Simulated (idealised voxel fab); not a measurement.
The following is a process module called voxel self aligned vias.
We display cut, a cross-section 215 nm in width whose square cells are each 5 nm.
A cross-section in this document is a grid of square cells, and it is written down as bands, the top band listed before the ones below it; a band is made up of one or more rows of cells.
This entry defines a band. It first specifies the height of the band's top and the height of its bottom in nm, and then specifies the band's materials from left to right, stating each material with its width in nm. The word "throughout" identifies a single material that fills the band from edge to edge, while the word "empty" identifies empty space.
Where do heights start? At 0: under that level the wafer as delivered is made of one material only. And the lowest band has no floor; it just carries on downward, as in "top 0, no bottom".
Width: "30 to 40" (first number = top row, second number = bottom row, same change from row to row of cells).
It should be understood that the words "nothing changed", when stated for a given step, signify that the cross-section underwent no change in any of its cells during that step.
What "Fully enclosed voids" gives you is every empty space of 8 cells or more that is cut off from the top. Each appears as width x height at distance, with the distance taken from the left edge and width, height and distance all in nm.
What comes after the settings on a step's line is commentary from the simulator itself on that step.
"overlay nm" on a masked step: distance the mask lay right of its planned place, negative for left.
### So here's the lineup of process steps we planned
1) RECEIVE, material Si
2) CONFORMAL_DEP, material SiO2, thk nm 15
3) CONFORMAL_DEP, material SiCN, thk nm 5
4) DIRECTIONAL_DEP, material SiO2, thk nm 30
5) DIRECTIONAL_DEP, material aC, thk nm 15
6) PATTERN, tone open, mask id LINES, material resist, width nm 25, pitch nm 65, thk nm 30, overlay nm 0
7) DIRECTIONAL_ETCH, etch materials aC, depth nm 15
8) STRIP, etch materials resist
9) DIRECTIONAL_ETCH, etch materials SiO2, depth nm 30
10) STRIP, etch materials aC
11) CONFORMAL_DEP, material TiN, thk nm 5
12) FILL_DEP, material Ru, thk nm 5
13) CMP, height nm 50
14) SELECTIVE_ETCH, etch materials W Ru TiN, depth nm 5
15) FILL_DEP, material SiN, thk nm 10
16) CMP, height nm 50
17) DIRECTIONAL_DEP, material SiO2, thk nm 20
18) PATTERN, tone open, mask id VIAS, material resist, width nm 35, pitch nm 65, thk nm 15, overlay nm 0
19) DIRECTIONAL_ETCH, etch materials SiO2, depth nm 20
20) DIRECTIONAL_ETCH, etch materials SiN, depth nm 5
21) STRIP, etch materials resist
22) CONFORMAL_DEP, material TiN, thk nm 5
23) FILL_DEP, material W, thk nm 10
24) CMP, height nm 70
25) CONFORMAL_DEP, material SiCN, thk nm 5
### So this is the incoming wafer in cross-section - it's already been through step 1
* top 0, no bottom = Si throughout
* Fully enclosed voids: none
### Below is the wafer in cross-section after the module was completed. It began from the starting point shown above and followed the plan shown above, except that one mistake was made while running it
* top 75, bottom 70 = SiCN throughout
* top 70, bottom 55 = SiO2=25; TiN=5; W=25; TiN=5; SiO2=30; TiN=5; W=25; TiN=5; SiO2=30; TiN=5; W=25; TiN=5; SiO2=25
* top 55, bottom 50 = SiO2=25; TiN=35; SiO2=30; TiN=35; SiO2=30; TiN=35; SiO2=25
* top 50, bottom 45 = SiN=25; TiN=5; SiO2=25; TiN=5; SiN=30; TiN=5; SiO2=25; TiN=5; SiN=30; TiN=5; SiO2=25; TiN=5; SiN=25
* top 45, bottom 25 = Ru=25; TiN=5; SiO2=25; TiN=5; Ru=30; TiN=5; SiO2=25; TiN=5; Ru=30; TiN=5; SiO2=25; TiN=5; Ru=25
* top 25, bottom 20 = TiN=30; SiO2=25; TiN=40; SiO2=25; TiN=40; SiO2=25; TiN=30
* top 20, bottom 15 = SiCN throughout
* top 15, bottom 0 = SiO2 throughout
* top 0, no bottom = Si throughout
* Fully enclosed voids: none
Against the plan, the run slipped here: step 6 ran with different settings than intended, the actual operation and settings being PATTERN, tone cover, mask id LINES, material resist, width nm 25, pitch nm 65, thk nm 30, overlay nm 0
